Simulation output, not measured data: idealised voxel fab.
The name of this process module is voxel gate over fins.
Square cells of 5 nm make up the cross-section cut, whose width is 160 nm.
Cross-section layout: square cells on a grid; listed as bands, top to bottom; a band spans one or more cell rows.
A band entry consists of two parts. The first gives the height of the band's top and the height of its bottom, in nm. The rest lists the band's materials from left to right, each with its width in nm. A single material labelled with the word "full width" fills the band from edge to edge, and the word "air" marks empty space.
We count height from 0. Below that, the starting wafer is all one material. The lowest band never ends at the bottom but goes on down; see "0 and below" for how that is written.
Think of "30 to 40" as a width that walks from the first number to the second as you go down the band, top row to bottom row, taking equal-sized steps from row to row.
You'll sometimes find "all unchanged" written for a step, and that's the way of saying that nowhere in the cross-section did a cell change during that step.
Reported under the label "closed voids" are the empty spaces having no open way to the top and comprising 8 cells or more; the notation for each is width x height at distance, in which the distance is measured from the left edge and all three values are in nm.
That trailing text on a step's line, after the settings, is the simulator's own remark on the step.
"overlay nm" on a masked step: distance the mask lay right of its planned place, negative for left.
Listed below are the process steps as planned:
| 1 | RECEIVE: material Si |
| 2 | CONFORMAL_DEP: material SiN, thk nm 5 |
| 3 | DIRECTIONAL_DEP: material aC, thk nm 15 |
| 4 | PATTERN: tone cover, mask id FINS, material resist, width nm 15, pitch nm 60, thk nm 30, overlay nm 0 |
| 5 | DIRECTIONAL_ETCH: etch materials aC, depth nm 15 |
| 6 | STRIP: etch materials resist |
| 7 | DIRECTIONAL_ETCH: etch materials SiN, depth nm 5 |
| 8 | DIRECTIONAL_ETCH: etch materials Si, depth nm 40 |
| 9 | STRIP: etch materials aC |
| 10 | OXIDIZE: depth nm 5 |
| 11 | FILL_DEP: material SiO2, thk nm 10 |
| 12 | CMP: height nm 5 |
| 13 | DIRECTIONAL_DEP: material aC, thk nm 15 |
| 14 | PATTERN: tone open, mask id RAIL, material resist, width nm 15, thk nm 35, overlay nm 0 |
| 15 | DIRECTIONAL_ETCH: etch materials aC, depth nm 15 |
| 16 | STRIP: etch materials resist |
| 17 | DIRECTIONAL_ETCH: etch materials SiO2, depth nm 40 |
| 18 | STRIP: etch materials aC |
| 19 | CONFORMAL_DEP: material TiN, thk nm 5 |
| 20 | FILL_DEP: material W, thk nm 5 |
| 21 | CMP: height nm 5 |
| 22 | SELECTIVE_ETCH: etch materials W Ru TiN, depth nm 20 |
| 23 | FILL_DEP: material SiO2, thk nm 5 |
| 24 | CMP: height nm 5 |
| 25 | SELECTIVE_ETCH: etch materials SiO2, depth nm 15 |
| 26 | STRIP: etch materials SiN |
| 27 | CONFORMAL_DEP: material HfO2, thk nm 5 |
| 28 | CONFORMAL_DEP: material TiN, thk nm 5 |
| 29 | CONFORMAL_DEP: material TiAl, thk nm 5 |
| 30 | CONFORMAL_DEP: material TiN, thk nm 5 |
| 31 | FILL_DEP: material W, thk nm 15 |
| 32 | CMP: height nm 30 |
| 33 | CONFORMAL_DEP: material SiCN, thk nm 10 |
first wafer, as planned:
Wafer cross-section on receipt, i.e. after step 1:
    0 and below | Si full width
    closed voids: none
So this is the wafer cross-section right after step 2:
    5 down to 0 | SiN full width
    Anything lower than 0 is untouched.
So this is the wafer cross-section right after step 3:
    20 down to 5 | aC full width
    Anything lower than 5 is untouched.
So this is the wafer cross-section right after step 4:
    50 down to 20 | air 40 nm | resist 15 nm | air 45 nm | resist 15 nm | air 45 nm
    Anything lower than 20 is untouched.
So this is the wafer cross-section right after step 5:
    35 down to 20 | air 40 nm | resist 15 nm | air 45 nm | resist 15 nm | air 45 nm
    20 down to 5 | air 40 nm | aC 15 nm | air 45 nm | aC 15 nm | air 45 nm
    Anything lower than 5 is untouched.
So this is the wafer cross-section right after step 6:
    20 down to 5 | air 40 nm | aC 15 nm | air 45 nm | aC 15 nm | air 45 nm
    Anything lower than 5 is untouched.
So this is the wafer cross-section right after step 7:
    20 down to 5 | air 40 nm | aC 15 nm | air 45 nm | aC 15 nm | air 45 nm
    5 down to 0 | air 40 nm | SiN 15 nm | air 45 nm | SiN 15 nm | air 45 nm
    Anything lower than 0 is untouched.
So this is the wafer cross-section right after step 8:
    20 down to 5 | air 40 nm | aC 15 nm | air 45 nm | aC 15 nm | air 45 nm
    5 down to 0 | air 40 nm | SiN 15 nm | air 45 nm | SiN 15 nm | air 45 nm
    0 down to -40 | air 40 nm | Si 15 nm | air 45 nm | Si 15 nm | air 45 nm
    Anything lower than -40 is untouched.
So this is the wafer cross-section right after step 9:
    5 down to 0 | air 40 nm | SiN 15 nm | air 45 nm | SiN 15 nm | air 45 nm
    Anything lower than 0 is untouched.
So this is the wafer cross-section right after step 10:
    5 down to 0 | air 40 nm | SiN 15 nm | air 45 nm | SiN 15 nm | air 45 nm
    0 down to -40 | air 40 nm | SiO2 5 nm | Si 5 nm | SiO2 5 nm | air 45 nm | SiO2 5 nm | Si 5 nm | SiO2 5 nm | air 45 nm
    -40 down to -45 | SiO2 45 nm | Si 5 nm | SiO2 55 nm | Si 5 nm | SiO2 50 nm
    Anything lower than -45 is untouched.
So this is the wafer cross-section right after step 11:
    15 down to 5 | SiO2 full width
    5 down to 0 | SiO2 40 nm | SiN 15 nm | SiO2 45 nm | SiN 15 nm | SiO2 45 nm
    0 down to -45 | SiO2 45 nm | Si 5 nm | SiO2 55 nm | Si 5 nm | SiO2 50 nm
    Anything lower than -45 is untouched.
So this is the wafer cross-section right after step 12:
    5 down to 0 | SiO2 40 nm | SiN 15 nm | SiO2 45 nm | SiN 15 nm | SiO2 45 nm
    Anything lower than 0 is untouched.
So this is the wafer cross-section right after step 13:
    20 down to 5 | aC full width
    Anything lower than 5 is untouched.
So this is the wafer cross-section right after step 14:
    55 down to 20 | resist 70 nm | air 15 nm | resist 75 nm
    Anything lower than 20 is untouched.
So this is the wafer cross-section right after step 15:
    40 down to 20 | resist 70 nm | air 15 nm | resist 75 nm
    20 down to 5 | aC 70 nm | air 15 nm | aC 75 nm
    Anything lower than 5 is untouched.
So this is the wafer cross-section right after step 16:
    20 down to 5 | aC 70 nm | air 15 nm | aC 75 nm
    Anything lower than 5 is untouched.
So this is the wafer cross-section right after step 17:
    20 down to 5 | aC 70 nm | air 15 nm | aC 75 nm
    5 down to 0 | SiO2 40 nm | SiN 15 nm | SiO2 15 nm | air 15 nm | SiO2 15 nm | SiN 15 nm | SiO2 45 nm
    0 down to -35 | SiO2 45 nm | Si 5 nm | SiO2 20 nm | air 15 nm | SiO2 20 nm | Si 5 nm | SiO2 50 nm
    Anything lower than -35 is untouched.
So this is the wafer cross-section right after step 18:
    5 down to 0 | SiO2 40 nm | SiN 15 nm | SiO2 15 nm | air 15 nm | SiO2 15 nm | SiN 15 nm | SiO2 45 nm
    Anything lower than 0 is untouched.
So this is the wafer cross-section right after step 19:
    10 down to 5 | TiN 75 nm | air 5 nm | TiN 80 nm
    5 down to 0 | SiO2 40 nm | SiN 15 nm | SiO2 15 nm | TiN 5 nm | air 5 nm | TiN 5 nm | SiO2 15 nm | SiN 15 nm | SiO2 45 nm
    0 down to -30 | SiO2 45 nm | Si 5 nm | SiO2 20 nm | TiN 5 nm | air 5 nm | TiN 5 nm | SiO2 20 nm | Si 5 nm | SiO2 50 nm
    -30 down to -35 | SiO2 45 nm | Si 5 nm | SiO2 20 nm | TiN 15 nm | SiO2 20 nm | Si 5 nm | SiO2 50 nm
    Anything lower than -35 is untouched.
So this is the wafer cross-section right after step 20:
    15 down to 10 | W full width
    10 down to 5 | TiN 75 nm | W 5 nm | TiN 80 nm
    5 down to 0 | SiO2 40 nm | SiN 15 nm | SiO2 15 nm | TiN 5 nm | W 5 nm | TiN 5 nm | SiO2 15 nm | SiN 15 nm | SiO2 45 nm
    0 down to -30 | SiO2 45 nm | Si 5 nm | SiO2 20 nm | TiN 5 nm | W 5 nm | TiN 5 nm | SiO2 20 nm | Si 5 nm | SiO2 50 nm
    Anything lower than -30 is untouched.
So this is the wafer cross-section right after step 21:
    5 down to 0 | SiO2 40 nm | SiN 15 nm | SiO2 15 nm | TiN 5 nm | W 5 nm | TiN 5 nm | SiO2 15 nm | SiN 15 nm | SiO2 45 nm
    Anything lower than 0 is untouched.
So this is the wafer cross-section right after step 22:
    5 down to 0 | SiO2 40 nm | SiN 15 nm | SiO2 15 nm | air 15 nm | SiO2 15 nm | SiN 15 nm | SiO2 45 nm
    0 down to -15 | SiO2 45 nm | Si 5 nm | SiO2 20 nm | air 15 nm | SiO2 20 nm | Si 5 nm | SiO2 50 nm
    Anything lower than -15 is untouched.
So this is the wafer cross-section right after step 23:
    10 down to 5 | SiO2 full width
    5 down to 0 | SiO2 40 nm | SiN 15 nm | SiO2 45 nm | SiN 15 nm | SiO2 45 nm
    0 down to -15 | SiO2 45 nm | Si 5 nm | SiO2 55 nm | Si 5 nm | SiO2 50 nm
    Anything lower than -15 is untouched.
So this is the wafer cross-section right after step 24:
    5 down to 0 | SiO2 40 nm | SiN 15 nm | SiO2 45 nm | SiN 15 nm | SiO2 45 nm
    Anything lower than 0 is untouched.
So this is the wafer cross-section right after step 25:
    5 down to 0 | air 40 nm | SiN 15 nm | air 45 nm | SiN 15 nm | air 45 nm
    0 down to -10 | air 45 nm | Si 5 nm | air 55 nm | Si 5 nm | air 50 nm
    Anything lower than -10 is untouched.
So this is the wafer cross-section right after step 26:
    0 down to -10 | air 45 nm | Si 5 nm | air 55 nm | Si 5 nm | air 50 nm
    Anything lower than -10 is untouched.
So this is the wafer cross-section right after step 27:
    5 down to 0 | air 40 nm | HfO2 15 nm | air 45 nm | HfO2 15 nm | air 45 nm
    0 down to -5 | air 40 nm | HfO2 5 nm | Si 5 nm | HfO2 5 nm | air 45 nm | HfO2 5 nm | Si 5 nm | HfO2 5 nm | air 45 nm
    -5 down to -10 | HfO2 45 nm | Si 5 nm | HfO2 55 nm | Si 5 nm | HfO2 50 nm
    Anything lower than -10 is untouched.
So this is the wafer cross-section right after step 28:
    10 down to 5 | air 35 nm | TiN 25 nm | air 35 nm | TiN 25 nm | air 40 nm
    5 down to 0 | air 35 nm | TiN 5 nm | HfO2 15 nm | TiN 5 nm | air 35 nm | TiN 5 nm | HfO2 15 nm | TiN 5 nm | air 40 nm
    0 down to -5 | TiN 40 nm | HfO2 5 nm | Si 5 nm | HfO2 5 nm | TiN 45 nm | HfO2 5 nm | Si 5 nm | HfO2 5 nm | TiN 45 nm
    Anything lower than -5 is untouched.
So this is the wafer cross-section right after step 29:
    15 down to 10 | air 30 nm | TiAl 35 nm | air 25 nm | TiAl 35 nm | air 35 nm
    10 down to 5 | air 30 nm | TiAl 5 nm | TiN 25 nm | TiAl 5 nm | air 25 nm | TiAl 5 nm | TiN 25 nm | TiAl 5 nm | air 35 nm
    5 down to 0 | TiAl 35 nm | TiN 5 nm | HfO2 15 nm | TiN 5 nm | TiAl 35 nm | TiN 5 nm | HfO2 15 nm | TiN 5 nm | TiAl 40 nm
    Anything lower than 0 is untouched.
So this is the wafer cross-section right after step 30:
    20 down to 15 | air 25 nm | TiN 45 nm | air 15 nm | TiN 45 nm | air 30 nm
    15 down to 10 | air 25 nm | TiN 5 nm | TiAl 35 nm | TiN 5 nm | air 15 nm | TiN 5 nm | TiAl 35 nm | TiN 5 nm | air 30 nm
    10 down to 5 | TiN 30 nm | TiAl 5 nm | TiN 25 nm | TiAl 5 nm | TiN 25 nm | TiAl 5 nm | TiN 25 nm | TiAl 5 nm | TiN 35 nm
    Anything lower than 5 is untouched.
So this is the wafer cross-section right after step 31:
    35 down to 20 | W full width
    20 down to 15 | W 25 nm | TiN 45 nm | W 15 nm | TiN 45 nm | W 30 nm
    15 down to 10 | W 25 nm | TiN 5 nm | TiAl 35 nm | TiN 5 nm | W 15 nm | TiN 5 nm | TiAl 35 nm | TiN 5 nm | W 30 nm
    Anything lower than 10 is untouched.
So this is the wafer cross-section right after step 32:
    30 down to 20 | W full width
    Anything lower than 20 is untouched.
So this is the wafer cross-section right after step 33:
    40 down to 30 | SiCN full width
    Anything lower than 30 is untouched.
Here the second wafer is described. Its start and its plan were those of the first wafer. Its run contained one mistake. Up to and including step 27, it did exactly what the first wafer did:
Cross-section of the second wafer at the time by which step 28 should have been completed according to the plan:
    10 down to 5 | air 35 nm | TiAl 25 nm | air 35 nm | TiAl 25 nm | air 40 nm
    5 down to 0 | air 35 nm | TiAl 5 nm | HfO2 15 nm | TiAl 5 nm | air 35 nm | TiAl 5 nm | HfO2 15 nm | TiAl 5 nm | air 40 nm
    0 down to -5 | TiAl 40 nm | HfO2 5 nm | Si 5 nm | HfO2 5 nm | TiAl 45 nm | HfO2 5 nm | Si 5 nm | HfO2 5 nm | TiAl 45 nm
    Anything lower than -5 is untouched.
Cross-section of the second wafer at the time by which step 29 should have been completed according to the plan:
    15 down to 10 | air 30 nm | TiN 35 nm | air 25 nm | TiN 35 nm | air 35 nm
    10 down to 5 | air 30 nm | TiN 5 nm | TiAl 25 nm | TiN 5 nm | air 25 nm | TiN 5 nm | TiAl 25 nm | TiN 5 nm | air 35 nm
    5 down to 0 | TiN 35 nm | TiAl 5 nm | HfO2 15 nm | TiAl 5 nm | TiN 35 nm | TiAl 5 nm | HfO2 15 nm | TiAl 5 nm | TiN 40 nm
    Anything lower than 0 is untouched.
Cross-section of the second wafer at the time by which step 30 should have been completed according to the plan:
    20 down to 10 | air 25 nm | TiN 45 nm | air 15 nm | TiN 45 nm | air 30 nm
    10 down to 5 | TiN 35 nm | TiAl 25 nm | TiN 35 nm | TiAl 25 nm | TiN 40 nm
    Anything lower than 5 is untouched.
Cross-section of the second wafer at the time by which step 31 should have been completed according to the plan:
    35 down to 20 | W full width
    20 down to 10 | W 25 nm | TiN 45 nm | W 15 nm | TiN 45 nm | W 30 nm
    Anything lower than 10 is untouched.
Cross-section of the second wafer at the time by which step 32 should have been completed according to the plan:
    30 down to 20 | W full width
    Anything lower than 20 is untouched.
Cross-section of the second wafer at the time by which step 33 should have been completed according to the plan:
    40 down to 30 | SiCN full width
    Anything lower than 30 is untouched.
what went wrong: deviation from plan: step 29 and step 28 executed in one another's positions
Heads up: at the end the two wafers have identical cell counts per material, they're just laid out differently.
